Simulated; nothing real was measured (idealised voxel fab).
The following process module bears the name voxel transistor to metal.
The width of the displayed cross-section, cut, is 185 nm; its cells are square, with a size of 5 nm.
Cross-section format: a grid of square cells, given as bands from top to bottom; each band is one or more rows of cells. Top, bottom (nm), then materials left to right with widths (nm); lone material tagged "throughout" fills the whole band edge to edge; "blank" = empty space. Heights are expressed relative to 0, this being the level below which the as-received wafer comprises one material exclusively. The lowest band is unbounded in the downward direction and is denoted as in "0 nm and below". It should be noted that a width expressed as "30->40" varies in equal increments from row to row of cells within the band, taking the value of the first number at the top row and that of the second number at the bottom row. "all unchanged" -> step changed no cross-section cell. In the "Closed void roster" entry, you get each enclosed empty space of 8 cells or more, one with no open way to the top, written width x height at distance, distance from the left edge, in nm. The remark found on a step's line after its settings is issued by the simulator itself and pertains to that step. On any step carrying a mask, the "overlay nm" setting, if present on the step's line, tells how far right of its planned place the mask lay; negative values point to the left.

[plan]
1. RECEIVE (material Si)
2. CONFORMAL_DEP (material SiO2; thk nm 5)
3. CONFORMAL_DEP (material SiN; thk nm 10)
4. PATTERN (tone cover; mask id ACTIVE; material resist; width nm 85; thk nm 20; overlay nm 0)
5. DIRECTIONAL_ETCH (etch materials SiN; depth nm 10)
6. DIRECTIONAL_ETCH (etch materials SiO2; depth nm 5)
7. DIRECTIONAL_ETCH (etch materials Si; depth nm 20)
8. STRIP (etch materials resist)
9. OXIDIZE (depth nm 5)
10. FILL_DEP (material SiO2; thk nm 15)
11. CMP (height nm 15)
12. SELECTIVE_ETCH (etch materials SiO2; depth nm 5)
13. STRIP (etch materials SiN)
14. SELECTIVE_ETCH (etch materials SiO2; depth nm 5)
15. OXIDIZE (depth nm 5)
16. DIRECTIONAL_DEP (material polySi; thk nm 25)
17. DIRECTIONAL_DEP (material SiCN; thk nm 15)
18. DIRECTIONAL_DEP (material aC; thk nm 10)
19. PATTERN (tone cover; mask id GATE; material resist; width nm 15; thk nm 25; overlay nm 0)
20. DIRECTIONAL_ETCH (etch materials aC; depth nm 10)
21. STRIP (etch materials resist)
22. DIRECTIONAL_ETCH (etch materials SiCN; depth nm 25)
23. DIRECTIONAL_ETCH (etch materials polySi; depth nm 35)
24. STRIP (etch materials aC)
25. CONFORMAL_DEP (material SiN; thk nm 10)
26. DIRECTIONAL_ETCH (etch materials SiN; depth nm 10)
27. DIRECTIONAL_ETCH (etch materials SiO2; depth nm 5)
28. EPI (material SiGe; thk nm 5)
29. FILL_DEP (material SiO2; thk nm 10)
30. CMP (height nm 40)
31. DIRECTIONAL_DEP (material SiO2; thk nm 15)
32. MASKED_ETCH (tone open; mask id CONTACT; width nm 15; pitch nm 60; etch materials SiO2; depth nm 55; overlay nm 0)
33. CONFORMAL_DEP (material TiN; thk nm 5)
34. FILL_DEP (material W; thk nm 5)
35. CMP (height nm 55)
36. CONFORMAL_DEP (material SiCN; thk nm 5)
37. DIRECTIONAL_DEP (material SiO2; thk nm 20)
38. PATTERN (tone open; mask id METAL_1; material resist; width nm 15; pitch nm 60; thk nm 15; overlay nm 0)
39. DIRECTIONAL_ETCH (etch materials SiO2; depth nm 20)
40. DIRECTIONAL_ETCH (etch materials SiCN; depth nm 5)
41. STRIP (etch materials resist)
42. CONFORMAL_DEP (material TiN; thk nm 5)
43. FILL_DEP (material Cu; thk nm 5)
44. CMP (height nm 80)
45. CONFORMAL_DEP (material SiN; thk nm 5)

[Cross-sectional view of the wafer in its as-received condition, corresponding to the state after step 1]
    0 nm and below | Si throughout
    Closed void roster: none

[The first of two wafers, cross-sectioned at the end of the module, with the run proceeding as planned]
    85 nm to 80 nm | SiN throughout
    80 nm to 60 nm | SiO2 55 | TiN 5 | Cu 5 | TiN 5 | SiO2 45 | TiN 5 | Cu 5 | TiN 5 | SiO2 55
    60 nm to 55 nm | SiCN 55 | TiN 15 | SiCN 45 | TiN 15 | SiCN 55
    55 nm to 40 nm | SiO2 55 | TiN 5 | W 5 | TiN 5 | SiO2 45 | TiN 5 | W 5 | TiN 5 | SiO2 55
    40 nm to 25 nm | SiO2 55 | TiN 5 | W 5 | TiN 5 | SiO2 5 | SiN 10 | SiCN 15 | SiN 10 | SiO2 5 | TiN 5 | W 5 | TiN 5 | SiO2 55
    25 nm to 5 nm | SiO2 55 | TiN 5 | W 5 | TiN 5 | SiO2 5 | SiN 10 | polySi 15 | SiN 10 | SiO2 5 | TiN 5 | W 5 | TiN 5 | SiO2 55
    5 nm to 0 nm | SiO2 45 | SiN 10 | TiN 15 | SiO2 5 | SiN 10 | polySi 15 | SiN 10 | SiO2 5 | TiN 15 | SiN 10 | SiO2 45
    0 nm to -5 nm | SiO2 55 | SiGe 20 | SiO2 35 | SiGe 20 | SiO2 55
    -5 nm to -25 nm | SiO2 55 | Si 75 | SiO2 55
    -25 nm and below | Si throughout
    Closed void roster: none

[Cross-sectional view: second of two wafers, end of module; start and plan identical to the first, one mistake in running]
    85 nm to 80 nm | SiN throughout
    80 nm to 60 nm | SiO2 55 | TiN 5 | Cu 5 | TiN 5 | SiO2 45 | TiN 5 | Cu 5 | TiN 5 | SiO2 55
    60 nm to 55 nm | SiCN 55 | TiN 15 | SiCN 45 | TiN 15 | SiCN 55
    55 nm to 40 nm | SiO2 55 | TiN 5 | W 5 | TiN 5 | SiO2 45 | TiN 5 | W 5 | TiN 5 | SiO2 55
    40 nm to 30 nm | SiO2 55 | TiN 5 | W 5 | TiN 5 | SiO2 5 | SiN 10 | SiCN 15 | SiN 10 | SiO2 5 | TiN 5 | W 5 | TiN 5 | SiO2 55
    30 nm to 10 nm | SiO2 55 | TiN 5 | W 5 | TiN 5 | SiO2 5 | SiN 10 | polySi 15 | SiN 10 | SiO2 5 | TiN 5 | W 5 | TiN 5 | SiO2 55
    10 nm to 5 nm | SiO2 55 | TiN 15 | SiO2 5 | SiN 10 | polySi 15 | SiN 10 | SiO2 5 | TiN 15 | SiO2 55
    5 nm to 0 nm | SiO2 45 | SiN 10 | SiGe 20 | SiO2 35 | SiGe 20 | SiN 10 | SiO2 45
    0 nm to -5 nm | SiO2 60 | Si 65 | SiO2 60
    -5 nm to -20 nm | SiO2 55 | Si 75 | SiO2 55
    -20 nm and below | Si throughout
    Closed void roster: none
The plan and the run diverged here: step 2 changed vs plan, executed as CONFORMAL_DEP (material polySi; thk nm 5)
FYI, end of process, the second wafer has more or fewer cells of some materials than the first: Si: 35 more; SiCN: 3 fewer; SiN: 4 fewer; SiO2: 22 fewer; TiN: 4 fewer; W: 2 fewer
